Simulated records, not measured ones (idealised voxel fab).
The process module that follows is named voxel released beams.
Pictured: cross-section cut, 160 nm wide, on a grid of 5 nm square cells.
Cross-section, as written here: a square-cell grid given band by band from the top down, where a band holds one or more rows of cells. Read a band's entry like this: the first values are the height of its top and the height of its bottom in nm, and what follows is the sequence of materials from left to right, each with its width in nm. Note that "blank" is empty space, and that a single material marked "throughout" reaches across the band from edge to edge. All heights in this document are referenced to 0, defined as the level beneath which the wafer, as received, consists entirely of one material. The lowest band is not bounded below; it extends indefinitely downward and is written in the form "0..down". Quick explanation for "30 to 40": the width changes in equal steps down the rows of cells, from the first number in the band's top row to the second number in its bottom row. "no alterations made" after a step means that no cell of the cross-section changed. Listed in "Closed void entries": every empty space of 8 or more cells without an open way to the top. Form: width x height at distance, the distance being from the left edge, all in nm. Read whatever lies past the settings on a step's line as the simulator's own remark about the step. You can add "overlay nm" to a step's line. For a step with a mask, it describes how far the mask lay to the right of its planned position, and a negative number describes a lay to the left.

Planned step list for the process
1,RECEIVE (material Si)
2,CONFORMAL_DEP (material SiN; thk nm 10)
3,DIRECTIONAL_DEP (material SiO2; thk nm 15)
4,PATTERN (tone open; mask id ANCHOR; material resist; width nm 40; thk nm 20; overlay nm 0)
5,DIRECTIONAL_ETCH (etch materials SiO2; depth nm 15)
6,STRIP (etch materials resist)
7,CONFORMAL_DEP (material TiN; thk nm 15)
8,PATTERN (tone cover; mask id BEAM; material resist; width nm 90; thk nm 15; overlay nm 0)
9,DIRECTIONAL_ETCH (etch materials TiN; depth nm 5)
10,STRIP (etch materials resist)
11,STRIP (etch materials SiO2)
All wafers enter the flow in the same state. The depth nm at step 9 differs from wafer to wafer, and the plan gives the value for the first wafer.

Cross-section of the first of several wafers as received (after step 1)
* 0..down  Si throughout
* Closed void entries: none

Once step 11, the last step, is complete, the module is at its end; this is the cross-section of the first of several wafers
* 40..35  30 of blank  20 of TiN  10 of blank  60 of TiN  40 of blank
* 35..25  50 of TiN  10 of blank  100 of TiN
* 25..10  35 of SiO2  40 of TiN  85 of SiO2
* 10..0  SiN throughout
* 0..down  Si throughout
* Closed void entries: none

A cross-section through the last wafer at the close of the module
* 40..25  30 of blank  20 of TiN  10 of blank  60 of TiN  40 of blank
* 25..10  35 of blank  40 of TiN  85 of blank
* 10..0  SiN throughout
* 0..down  Si throughout
* Closed void entries: none

Row per wafer, end-of-module: cell gain (+)/loss (-) by material since the wafer came in, then closed voids
depth nm 5 | +64 SiN | +72 SiO2 | +100 TiN | Closed void entries: none
depth nm 10 | +64 SiN | +72 SiO2 | +86 TiN | Closed void entries: none
depth nm 15 | +64 SiN | +72 TiN | Closed void entries: none
depth nm 20 | +64 SiN | +72 TiN | Closed void entries: none
depth nm 25 | +64 SiN | +72 TiN | Closed void entries: none
depth nm 30 | +64 SiN | +72 TiN | Closed void entries: none
